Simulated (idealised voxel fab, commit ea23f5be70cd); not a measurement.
Process module in this document: voxel spacer lines
cross-section cut | 300 nm wide | cells 5 nm
Bands, listed from the top down, are how a cross-section gets written in this document; the cross-section itself is a grid of square cells, and a band is one or more rows of them.
The band entry comprises the height of the band's top followed by the height of its bottom, expressed in nm, and subsequently the band's materials from left to right, each stated together with its width in nm. Where a single material is marked with the word "edge to edge", that material fills the band from edge to edge. The word "empty" represents empty space.
Where do heights start? At 0: under that level the wafer as delivered is made of one material only. And the lowest band has no floor; it just carries on downward, as in "from 0 down".
You'd read "30..40" like this: the band's top row of cells is as wide as the first number, its bottom row is as wide as the second, and going down, every row changes width by the same amount as the row before did.
Any step labelled "no modification" changed none of the cells in the cross-section.
Listed in "Fully enclosed voids": every empty space of 8 or more cells without an open way to the top. Form: width x height at distance, the distance being from the left edge, all in nm.
It should be noted that, on the line of a given step, the content following the step's settings is a remark produced by the simulator itself with respect to that step.
The "overlay nm" setting may appear on a step's line; for a step that uses a mask, it gives how far to the right of its planned position the mask lay, and a negative value indicates the left.
So here's the lineup of process steps we planned:
step 1: op RECEIVE | material Si
step 2: op CONFORMAL_DEP | material Al2O3 | thk nm 5
step 3: op DIRECTIONAL_DEP | material W | thk nm 10
step 4: op DIRECTIONAL_DEP | material aC | thk nm 20
step 5: op PATTERN | tone cover | mask id MANDREL | material resist | width nm 15 | pitch nm 50 | thk nm 30 | overlay nm 0
step 6: op DIRECTIONAL_ETCH | etch materials aC | depth nm 20
step 7: op STRIP | etch materials resist
step 8: op CONFORMAL_DEP | material SiO2 | thk nm 10
step 9: op DIRECTIONAL_ETCH | etch materials SiO2 | depth nm 10
step 10: op STRIP | etch materials aC
step 11: op DIRECTIONAL_ETCH | etch materials W | depth nm 10
step 12: op STRIP | etch materials SiO2
step 13: op FILL_DEP | material SiO2 | thk nm 5
step 14: op CMP | height nm 15
Received-state cross-section, reflecting completion of step 1:
* from 0 down | Si edge to edge
* Fully enclosed voids: none
Look at the cross-section after the module: the wafer started out the way shown above and the plan was the one shown above, yet one mistake was made along the way:
* from 15 to 10 | SiO2 edge to edge
* from 10 to 0 | 80 of SiO2, then 10 of W, then 15 of SiO2, then 10 of W, then 15 of SiO2, then 10 of W, then 15 of SiO2, then 10 of W, then 15 of SiO2, then 10 of W, then 15 of SiO2, then 10 of W, then 85 of SiO2
* from 0 down | Si edge to edge
* Fully enclosed voids: none
Misprocessing identified: the run left out plan step 2 entirely, so it was never executed
